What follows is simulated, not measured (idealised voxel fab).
process module | voxel double patterning
cross-section cut | 180 nm wide | cells 5 nm
A cross-section is a grid of square cells, given in bands from the top down. A band is one or more rows of cells.
Each band's line starts with the height of the band's top and of its bottom, in nm. Then come its materials from left to right, each with its width in nm. One material with "throughout" fills the band from edge to edge. "air" is empty space.
Height 0 is the level under which the wafer as received is all one material. The lowest band goes on downwards, as in "0 down".
A width such as "30 to 40" changes by the same amount from each row of cells to the next, from the band's top row to its bottom row.
"no change" after a step means that no cell of the cross-section changed.
closed voids: empty space of 8 cells or more with no open way to the top, each as width x height at its distance from the left edge, in nm
after a step's settings: what the simulator itself notes on the step
overlay nm, on a step with a mask: how far to the right of its planned place the mask lay; to the left if negative
plan
1 op RECEIVE | material Si
2 op CONFORMAL_DEP | material SiO2 | thk nm 10
3 op DIRECTIONAL_DEP | material polySi | thk nm 20
4 op DIRECTIONAL_DEP | material SiN | thk nm 5
5 op DIRECTIONAL_DEP | material aC | thk nm 10
6 op PATTERN | tone open | mask id FIRST | material resist | width nm 15 | pitch nm 50 | thk nm 25 | overlay nm 0
7 op DIRECTIONAL_ETCH | etch materials aC | depth nm 10
8 op STRIP | etch materials resist
9 op DIRECTIONAL_ETCH | etch materials SiN | depth nm 5
10 op STRIP | etch materials aC
11 op DIRECTIONAL_DEP | material aC | thk nm 15
12 op PATTERN | tone open | mask id SECOND | material resist | width nm 15 | pitch nm 50 | thk nm 30 | overlay nm 0
13 op DIRECTIONAL_ETCH | etch materials aC | depth nm 15
14 op STRIP | etch materials resist
15 op DIRECTIONAL_ETCH | etch materials SiN | depth nm 5
16 op STRIP | etch materials aC
17 op DIRECTIONAL_ETCH | etch materials polySi | depth nm 20
18 op STRIP | etch materials SiN
as received, after step 1
  0 down: Si throughout
  closed voids: none
first wafer at the end, as planned
  30 to 10: polySi 30 | air 15 | polySi 10 | air 15 | polySi 10 | air 15 | polySi 10 | air 15 | polySi 10 | air 15 | polySi 35
  10 to 0: SiO2 throughout
  0 down: Si throughout
  closed voids: none
second wafer at the end: like start, like plan, one mistake
  30 to 10: polySi 30 | air 30 | polySi 20 | air 30 | polySi 20 | air 15 | polySi 35
  10 to 0: SiO2 throughout
  0 down: Si throughout
  closed voids: none
what went wrong: step 12 ran as: op PATTERN | tone open | mask id SECOND | material resist | width nm 15 | pitch nm 50 | thk nm 30 | overlay nm -10
at the end the second wafer has, in cells: as many of each material as the first, in other places
